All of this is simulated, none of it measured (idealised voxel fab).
process module | voxel wiring stack
cross-section cut | 225 nm wide | cells 5 nm
A cross-section is a grid of square cells, given in bands from the top down. A band is one or more rows of cells.
Each band's line starts with the height of the band's top and of its bottom, in nm. Then come its materials from left to right, each with its width in nm. One material with "throughout" fills the band from edge to edge. "air" is empty space.
Height 0 is the level under which the wafer as received is all one material. The lowest band goes on downwards, as in "0 down".
A width such as "30 to 40" changes by the same amount from each row of cells to the next, from the band's top row to its bottom row.
"no change" after a step means that no cell of the cross-section changed.
closed voids: empty space of 8 cells or more with no open way to the top, each as width x height at its distance from the left edge, in nm
after a step's settings: what the simulator itself notes on the step
overlay nm, on a step with a mask: how far to the right of its planned place the mask lay; to the left if negative
plan
1 op RECEIVE | material Si
2 op CONFORMAL_DEP | material SiO2 | thk nm 15
3 op CONFORMAL_DEP | material SiN | thk nm 5
4 op DIRECTIONAL_DEP | material lowk | thk nm 25
5 op MASKED_ETCH | tone open | mask id METAL_1 | width nm 20 | pitch nm 35 | etch materials lowk | depth nm 25 | overlay nm 0
6 op MASKED_ETCH | tone open | mask id METAL_1 | width nm 20 | pitch nm 35 | etch materials SiN | depth nm 5 | overlay nm 0
7 op CONFORMAL_DEP | material TiN | thk nm 5
8 op FILL_DEP | material Cu | thk nm 5
9 op CMP | height nm 45
10 op CONFORMAL_DEP | material SiCN | thk nm 5
11 op DIRECTIONAL_DEP | material lowk | thk nm 20
12 op DIRECTIONAL_DEP | material aC | thk nm 15
13 op PATTERN | tone open | mask id PLUG_1 | material resist | width nm 15 | pitch nm 35 | thk nm 35 | overlay nm 0
14 op DIRECTIONAL_ETCH | etch materials aC | depth nm 15
15 op STRIP | etch materials resist
16 op DIRECTIONAL_ETCH | etch materials lowk | depth nm 20
17 op DIRECTIONAL_ETCH | etch materials SiCN | depth nm 5
18 op STRIP | etch materials aC
19 op EPI | material Ru | thk nm 10
20 op EPI | material Ru | thk nm 10
21 op EPI | material Ru | thk nm 5
22 op DIRECTIONAL_DEP | material TiN | thk nm 5
23 op DIRECTIONAL_DEP | material W | thk nm 25
24 op MASKED_ETCH | tone cover | mask id METAL_2 | width nm 20 | pitch nm 35 | etch materials W | depth nm 25 | overlay nm 0
25 op MASKED_ETCH | tone cover | mask id METAL_2 | width nm 20 | pitch nm 35 | etch materials TiN | depth nm 5 | overlay nm 0
26 op CONFORMAL_DEP | material SiCN | thk nm 5
27 op FILL_DEP | material SiO2 | thk nm 10
28 op CMP | height nm 100
29 op CONFORMAL_DEP | material SiCN | thk nm 5
30 op DIRECTIONAL_DEP | material SiO2 | thk nm 35
31 op MASKED_ETCH | tone open | mask id METAL_3_HOLES | width nm 15 | pitch nm 35 | etch materials SiO2 | depth nm 35 | overlay nm 0
32 op PATTERN | tone open | mask id METAL_3 | material resist | width nm 20 | pitch nm 35 | thk nm 15 | overlay nm 0
33 op DIRECTIONAL_ETCH | etch materials SiO2 | depth nm 20
34 op DIRECTIONAL_ETCH | etch materials SiCN | depth nm 5
35 op STRIP | etch materials resist
36 op CONFORMAL_DEP | material TiN | thk nm 5
37 op FILL_DEP | material Cu | thk nm 5
38 op CMP | height nm 140
39 op CONFORMAL_DEP | material SiCN | thk nm 5
40 op DIRECTIONAL_DEP | material lowk | thk nm 15
41 op DIRECTIONAL_DEP | material aC | thk nm 10
42 op PATTERN | tone open | mask id PLUG_3 | material resist | width nm 15 | pitch nm 35 | thk nm 30 | overlay nm 0
43 op DIRECTIONAL_ETCH | etch materials aC | depth nm 10
44 op STRIP | etch materials resist
45 op DIRECTIONAL_ETCH | etch materials lowk | depth nm 15
46 op DIRECTIONAL_ETCH | etch materials SiCN | depth nm 5
47 op STRIP | etch materials aC
48 op EPI | material Ru | thk nm 10
49 op EPI | material Ru | thk nm 10
50 op CONFORMAL_DEP | material SiCN | thk nm 5
51 op DIRECTIONAL_DEP | material lowk | thk nm 20
52 op PATTERN | tone open | mask id METAL_4 | material resist | width nm 20 | pitch nm 35 | thk nm 15 | overlay nm 0
53 op DIRECTIONAL_ETCH | etch materials lowk | depth nm 20
54 op DIRECTIONAL_ETCH | etch materials SiCN | depth nm 5
55 op STRIP | etch materials resist
56 op CONFORMAL_DEP | material TiN | thk nm 5
57 op FILL_DEP | material Cu | thk nm 5
58 op CMP | height nm 185
59 op CONFORMAL_DEP | material SiN | thk nm 5
as received, after step 1
  0 down: Si throughout
  closed voids: none
a wafer at the end: this start, this plan, one mistake
  190 to 185: SiN throughout
  185 to 165: lowk 50 | TiN 5 | Cu 10 | TiN 5 | lowk 15 | TiN 5 | Cu 10 | TiN 5 | lowk 15 | TiN 5 | Cu 10 | TiN 5 | lowk 15 | TiN 5 | Cu 10 | TiN 5 | lowk 50
  165 to 160: SiCN 50 | TiN 20 | SiCN 15 | TiN 20 | SiCN 15 | TiN 20 | SiCN 15 | TiN 20 | SiCN 50
  160 to 145: lowk 50 | Ru 15 | lowk 20 | Ru 15 | lowk 20 | Ru 15 | lowk 20 | Ru 15 | lowk 55
  145 to 140: SiCN 50 | Ru 15 | SiCN 20 | Ru 15 | SiCN 20 | Ru 15 | SiCN 20 | Ru 15 | SiCN 55
  140 to 105: TiN throughout
  105 to 100: SiCN throughout
  100 to 75: SiO2 45 | SiCN 5 | W 20 | SiCN 5 | SiO2 5 | SiCN 5 | W 20 | SiCN 5 | SiO2 5 | SiCN 5 | W 20 | SiCN 5 | SiO2 5 | SiCN 5 | W 20 | SiCN 5 | SiO2 45
  75 to 70: SiCN 50 | TiN 20 | SiCN 15 | TiN 20 | SiCN 15 | TiN 20 | SiCN 15 | TiN 20 | SiCN 50
  70 to 50: lowk 50 | Ru 15 | lowk 20 | Ru 15 | lowk 20 | Ru 15 | lowk 20 | Ru 15 | lowk 55
  50 to 45: SiCN 50 | Ru 15 | SiCN 20 | Ru 15 | SiCN 20 | Ru 15 | SiCN 20 | Ru 15 | SiCN 55
  45 to 20: lowk 50 | TiN 5 | Cu 10 | TiN 5 | lowk 15 | TiN 5 | Cu 10 | TiN 5 | lowk 15 | TiN 5 | Cu 10 | TiN 5 | lowk 15 | TiN 5 | Cu 10 | TiN 5 | lowk 50
  20 to 15: SiN 50 | TiN 20 | SiN 15 | TiN 20 | SiN 15 | TiN 20 | SiN 15 | TiN 20 | SiN 50
  15 to 0: SiO2 throughout
  0 down: Si throughout
  closed voids: none
what went wrong: step 30 ran as: op DIRECTIONAL_DEP | material TiN | thk nm 35
